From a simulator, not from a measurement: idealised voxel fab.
process module | voxel plated lines
230 nm wide, 5 nm square cells: that's cross-section cut.
How to read a cross-section here: the picture is a grid of square cells, written as bands going from the top down, and any band can span one or more rows of cells. Basically the band line says how high the top is and how high the bottom is, in nm, and then what's in it from left to right, every material with its width in nm. Empty space shows up as "empty", and if a single material carries "edge to edge" it runs the full band edge to edge. Height is counted from the level 0, under which the received wafer is composed throughout of one material. The lowest of the bands is not closed at the bottom but continues downward, in the notation "0 -> down". Top row gets the first number, bottom row gets the second, and each row in between changes by the same step: that is how a band width like "30->40" works. You'll sometimes find "nothing different" written for a step, and that's the way of saying that nowhere in the cross-section did a cell change during that step. So "Sealed-off cavities" is basically the list of trapped voids: any empty space of 8 cells or more that can't reach the top through an opening. They're written width x height at distance, the distance being from the left edge, and it's all nm. Read whatever lies past the settings on a step's line as the simulator's own remark about the step. On any step carrying a mask, the "overlay nm" setting, if present on the step's line, tells how far right of its planned place the mask lay; negative values point to the left.

## Planned step list for the process
| 1 | RECEIVE: material Si |
| 2 | CONFORMAL_DEP: material Al2O3, thk nm 5 |
| 3 | DIRECTIONAL_DEP: material TiN, thk nm 5 |
| 4 | PATTERN: tone open, mask id LINES, material resist, width nm 20, pitch nm 50, thk nm 25, overlay nm 0 |
| 5 | EPI: material Ru, thk nm 5 |
| 6 | EPI: material Ru, thk nm 10 |
| 7 | STRIP: etch materials resist |
| 8 | DIRECTIONAL_ETCH: etch materials TiN, depth nm 5 |
| 9 | CONFORMAL_DEP: material SiN, thk nm 5 |
Don't read the plan's thk nm for step 2 as applying to every wafer: that's the first wafer's value, and the wafers differ in it, though they all start identical.

## As-received cross-section, first of several wafers, post step 1
> 0 -> down  Si edge to edge
> Sealed-off cavities: none

## Basically each wafer gets a line in the table, showing it at the end of the module: material by material, the cells it gained (+) or lost (-) since we got it, then its closed voids
thk nm 5; +46 Al2O3; +36 Ru; +70 SiN; +12 TiN; Sealed-off cavities: none
thk nm 10; +92 Al2O3; +36 Ru; +70 SiN; +12 TiN; Sealed-off cavities: none
thk nm 15; +138 Al2O3; +36 Ru; +70 SiN; +12 TiN; Sealed-off cavities: none
thk nm 20; +184 Al2O3; +36 Ru; +70 SiN; +12 TiN; Sealed-off cavities: none
